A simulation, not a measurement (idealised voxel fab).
Herein follows the process module entitled voxel tone inversion.
The cross-section on display is named cut; it measures 165 nm wide, and its cells are 5 nm squares.
Reading order for cross-sections: top band down to bottom band. Underlying form: a grid of square cells. Band size: one or more rows of cells. Per band: top height and bottom height in nm, followed by the left-to-right materials and their widths in nm; "everywhere" marks a single material spanning edge to edge, "empty" marks empty space. It should be noted that heights are counted from 0, beneath which the wafer as supplied is of one material throughout, and that the lowest band possesses no lower boundary but continues downward, as written in "0 and below". Quick explanation for "30..40": the width changes in equal steps down the rows of cells, from the first number in the band's top row to the second number in its bottom row. Given "no alteration" for a step, no cell of the cross-section differs between before and after that step. Any empty space of 8 cells or more lacking an open way to the top shows up in "Fully sealed cavities" as width x height at distance, distance from the left edge, in nm. On each step's line, the part that comes after the settings is the simulator's own comment on the step. What "overlay nm" on a step's line means: if the step has a mask, that mask lay this far to the right of its planned place, or, when the value is negative, to the left.

[The steps planned for the process are as follows]
1) RECEIVE (material Si)
2) CONFORMAL_DEP (material SiN; thk nm 5)
3) DIRECTIONAL_DEP (material polySi; thk nm 10)
4) PATTERN (tone cover; mask id POSTS; material resist; width nm 20; pitch nm 35; thk nm 25; overlay nm 0)
5) DIRECTIONAL_ETCH (etch materials polySi; depth nm 20)
6) STRIP (etch materials resist)
7) FILL_DEP (material lowk; thk nm 10)
8) CMP (height nm 25)
9) STRIP (etch materials polySi)
It is noted that the wafers described herein are identical at the outset and are distinguished by the thk nm of step 3; the value stated in the plan corresponds to the first wafer.

[As received, i.e. after step 1: cross-section through the first of several wafers]
	0 and below: Si everywhere
	Fully sealed cavities: none

[Heads up, this table goes wafer by wafer. A row tells you, at the end of the module, how many cells of each material that wafer has put on (+) or dropped (-) since it was received, and then its closed voids]
thk nm 10, +33 SiN, +100 lowk, +32 polySi, Fully sealed cavities: none
thk nm 15, +33 SiN, +84 lowk, +48 polySi, Fully sealed cavities: none
thk nm 20, +33 SiN, +68 lowk, Fully sealed cavities: none
thk nm 25, +33 SiN, Fully sealed cavities: none
thk nm 30, +33 SiN, Fully sealed cavities: none
thk nm 35, +33 SiN, Fully sealed cavities: none
